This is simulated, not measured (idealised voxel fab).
process module | voxel self aligned contacts
cross-section cut | 290 nm wide | cells 5 nm
A cross-section is a grid of square cells, given in bands from the top down. A band is one or more rows of cells.
Each band's line starts with the height of the band's top and of its bottom, in nm. Then come its materials from left to right, each with its width in nm. One material with "throughout" fills the band from edge to edge. "air" is empty space.
Height 0 is the level under which the wafer as received is all one material. The lowest band goes on downwards, as in "0 down".
A width such as "30 to 40" changes by the same amount from each row of cells to the next, from the band's top row to its bottom row.
"no change" after a step means that no cell of the cross-section changed.
closed voids: empty space of 8 cells or more with no open way to the top, each as width x height at its distance from the left edge, in nm
after a step's settings: what the simulator itself notes on the step
overlay nm, on a step with a mask: how far to the right of its planned place the mask lay; to the left if negative
plan
1 op RECEIVE | material Si
2 op CONFORMAL_DEP | material SiO2 | thk nm 5
3 op DIRECTIONAL_DEP | material polySi | thk nm 25
4 op DIRECTIONAL_DEP | material SiN | thk nm 20
5 op DIRECTIONAL_DEP | material aC | thk nm 15
6 op PATTERN | tone cover | mask id GATE | material resist | width nm 30 | pitch nm 75 | thk nm 30 | overlay nm 0
7 op DIRECTIONAL_ETCH | etch materials aC | depth nm 15
8 op STRIP | etch materials resist
9 op DIRECTIONAL_ETCH | etch materials SiN | depth nm 20
10 op DIRECTIONAL_ETCH | etch materials polySi | depth nm 25
11 op STRIP | etch materials aC
12 op CONFORMAL_DEP | material SiN | thk nm 10
13 op DIRECTIONAL_ETCH | etch materials SiN | depth nm 10
14 op FILL_DEP | material SiO2 | thk nm 10
15 op CMP | height nm 55
16 op MASKED_ETCH | tone open | mask id CONTACT | width nm 55 | pitch nm 75 | etch materials SiO2 | depth nm 55 | overlay nm 0
17 op CONFORMAL_DEP | material TiN | thk nm 5
18 op FILL_DEP | material W | thk nm 5
19 op CMP | height nm 55
20 op CONFORMAL_DEP | material SiN | thk nm 5
first wafer, as planned
as received, after step 1
  0 down: Si throughout
  closed voids: none
after step 2
  5 to 0: SiO2 throughout
  below 0: unchanged
after step 3
  30 to 5: polySi throughout
  below 5: unchanged
after step 4
  50 to 30: SiN throughout
  below 30: unchanged
after step 5
  65 to 50: aC throughout
  below 50: unchanged
after step 6
  95 to 65: air 55 | resist 30 | air 45 | resist 30 | air 45 | resist 30 | air 55
  below 65: unchanged
after step 7
  80 to 65: air 55 | resist 30 | air 45 | resist 30 | air 45 | resist 30 | air 55
  65 to 50: air 55 | aC 30 | air 45 | aC 30 | air 45 | aC 30 | air 55
  below 50: unchanged
after step 8
  65 to 50: air 55 | aC 30 | air 45 | aC 30 | air 45 | aC 30 | air 55
  below 50: unchanged
after step 9
  65 to 50: air 55 | aC 30 | air 45 | aC 30 | air 45 | aC 30 | air 55
  50 to 30: air 55 | SiN 30 | air 45 | SiN 30 | air 45 | SiN 30 | air 55
  below 30: unchanged
after step 10
  65 to 50: air 55 | aC 30 | air 45 | aC 30 | air 45 | aC 30 | air 55
  50 to 30: air 55 | SiN 30 | air 45 | SiN 30 | air 45 | SiN 30 | air 55
  30 to 5: air 55 | polySi 30 | air 45 | polySi 30 | air 45 | polySi 30 | air 55
  below 5: unchanged
after step 11
  50 to 30: air 55 | SiN 30 | air 45 | SiN 30 | air 45 | SiN 30 | air 55
  below 30: unchanged
after step 12
  60 to 30: air 45 | SiN 50 | air 25 | SiN 50 | air 25 | SiN 50 | air 45
  30 to 15: air 45 | SiN 10 | polySi 30 | SiN 10 | air 25 | SiN 10 | polySi 30 | SiN 10 | air 25 | SiN 10 | polySi 30 | SiN 10 | air 45
  15 to 5: SiN 55 | polySi 30 | SiN 45 | polySi 30 | SiN 45 | polySi 30 | SiN 55
  below 5: unchanged
after step 13
  50 to 30: air 45 | SiN 50 | air 25 | SiN 50 | air 25 | SiN 50 | air 45
  30 to 5: air 45 | SiN 10 | polySi 30 | SiN 10 | air 25 | SiN 10 | polySi 30 | SiN 10 | air 25 | SiN 10 | polySi 30 | SiN 10 | air 45
  below 5: unchanged
after step 14
  60 to 50: SiO2 throughout
  50 to 30: SiO2 45 | SiN 50 | SiO2 25 | SiN 50 | SiO2 25 | SiN 50 | SiO2 45
  30 to 5: SiO2 45 | SiN 10 | polySi 30 | SiN 10 | SiO2 25 | SiN 10 | polySi 30 | SiN 10 | SiO2 25 | SiN 10 | polySi 30 | SiN 10 | SiO2 45
  below 5: unchanged
after step 15
  55 to 50: SiO2 throughout
  below 50: unchanged
after step 16
  55 to 50: SiO2 80 | air 55 | SiO2 20 | air 55 | SiO2 80
  50 to 30: SiO2 45 | SiN 50 | air 25 | SiN 50 | air 25 | SiN 50 | SiO2 45
  30 to 5: SiO2 45 | SiN 10 | polySi 30 | SiN 10 | air 25 | SiN 10 | polySi 30 | SiN 10 | air 25 | SiN 10 | polySi 30 | SiN 10 | SiO2 45
  5 to 0: SiO2 95 | air 25 | SiO2 50 | air 25 | SiO2 95
  below 0: unchanged
after step 17
  60 to 55: TiN 85 | air 45 | TiN 30 | air 45 | TiN 85
  55 to 50: SiO2 80 | TiN 20 | air 15 | TiN 20 | SiO2 20 | TiN 20 | air 15 | TiN 20 | SiO2 80
  50 to 30: SiO2 45 | SiN 50 | TiN 5 | air 15 | TiN 5 | SiN 50 | TiN 5 | air 15 | TiN 5 | SiN 50 | SiO2 45
  30 to 5: SiO2 45 | SiN 10 | polySi 30 | SiN 10 | TiN 5 | air 15 | TiN 5 | SiN 10 | polySi 30 | SiN 10 | TiN 5 | air 15 | TiN 5 | SiN 10 | polySi 30 | SiN 10 | SiO2 45
  5 to 0: SiO2 95 | TiN 25 | SiO2 50 | TiN 25 | SiO2 95
  below 0: unchanged
after step 18
  65 to 60: W throughout
  60 to 55: TiN 85 | W 45 | TiN 30 | W 45 | TiN 85
  55 to 50: SiO2 80 | TiN 20 | W 15 | TiN 20 | SiO2 20 | TiN 20 | W 15 | TiN 20 | SiO2 80
  50 to 30: SiO2 45 | SiN 50 | TiN 5 | W 15 | TiN 5 | SiN 50 | TiN 5 | W 15 | TiN 5 | SiN 50 | SiO2 45
  30 to 5: SiO2 45 | SiN 10 | polySi 30 | SiN 10 | TiN 5 | W 15 | TiN 5 | SiN 10 | polySi 30 | SiN 10 | TiN 5 | W 15 | TiN 5 | SiN 10 | polySi 30 | SiN 10 | SiO2 45
  below 5: unchanged
after step 19
  55 to 50: SiO2 80 | TiN 20 | W 15 | TiN 20 | SiO2 20 | TiN 20 | W 15 | TiN 20 | SiO2 80
  below 50: unchanged
after step 20
  60 to 55: SiN throughout
  below 55: unchanged
second wafer: like start, like plan, one mistake. Through step 8 it matches the first wafer
when step 9 should have ended
  65 to 50: air 55 | aC 30 | air 45 | aC 30 | air 45 | aC 30 | air 55
  50 to 35: air 55 | SiN 30 | air 45 | SiN 30 | air 45 | SiN 30 | air 55
  below 35: unchanged
when step 10 should have ended: no change
when step 11 should have ended
  50 to 35: air 55 | SiN 30 | air 45 | SiN 30 | air 45 | SiN 30 | air 55
  below 35: unchanged
when step 12 should have ended
  60 to 45: air 45 | SiN 50 | air 25 | SiN 50 | air 25 | SiN 50 | air 45
  45 to 30: SiN throughout
  below 30: unchanged
when step 13 should have ended
  50 to 35: air 45 | SiN 50 | air 25 | SiN 50 | air 25 | SiN 50 | air 45
  below 35: unchanged
when step 14 should have ended
  60 to 50: SiO2 throughout
  50 to 35: SiO2 45 | SiN 50 | SiO2 25 | SiN 50 | SiO2 25 | SiN 50 | SiO2 45
  below 35: unchanged
when step 15 should have ended
  55 to 50: SiO2 throughout
  below 50: unchanged
when step 16 should have ended
  55 to 50: SiO2 80 | air 55 | SiO2 20 | air 55 | SiO2 80
  50 to 35: SiO2 45 | SiN 50 | air 25 | SiN 50 | air 25 | SiN 50 | SiO2 45
  below 35: unchanged
when step 17 should have ended
  60 to 55: TiN 85 | air 45 | TiN 30 | air 45 | TiN 85
  55 to 50: SiO2 80 | TiN 20 | air 15 | TiN 20 | SiO2 20 | TiN 20 | air 15 | TiN 20 | SiO2 80
  50 to 40: SiO2 45 | SiN 50 | TiN 5 | air 15 | TiN 5 | SiN 50 | TiN 5 | air 15 | TiN 5 | SiN 50 | SiO2 45
  40 to 35: SiO2 45 | SiN 50 | TiN 25 | SiN 50 | TiN 25 | SiN 50 | SiO2 45
  below 35: unchanged
when step 18 should have ended
  65 to 60: W throughout
  60 to 55: TiN 85 | W 45 | TiN 30 | W 45 | TiN 85
  55 to 50: SiO2 80 | TiN 20 | W 15 | TiN 20 | SiO2 20 | TiN 20 | W 15 | TiN 20 | SiO2 80
  50 to 40: SiO2 45 | SiN 50 | TiN 5 | W 15 | TiN 5 | SiN 50 | TiN 5 | W 15 | TiN 5 | SiN 50 | SiO2 45
  below 40: unchanged
when step 19 should have ended
  55 to 50: SiO2 80 | TiN 20 | W 15 | TiN 20 | SiO2 20 | TiN 20 | W 15 | TiN 20 | SiO2 80
  below 50: unchanged
when step 20 should have ended
  60 to 55: SiN throughout
  below 55: unchanged
what went wrong: step 9 ran as: op DIRECTIONAL_ETCH | etch materials SiN | depth nm 15
at the end the second wafer has, in cells: 32 fewer of SiN | 98 fewer of SiO2 | 28 fewer of TiN | 42 fewer of W | 200 more of polySi
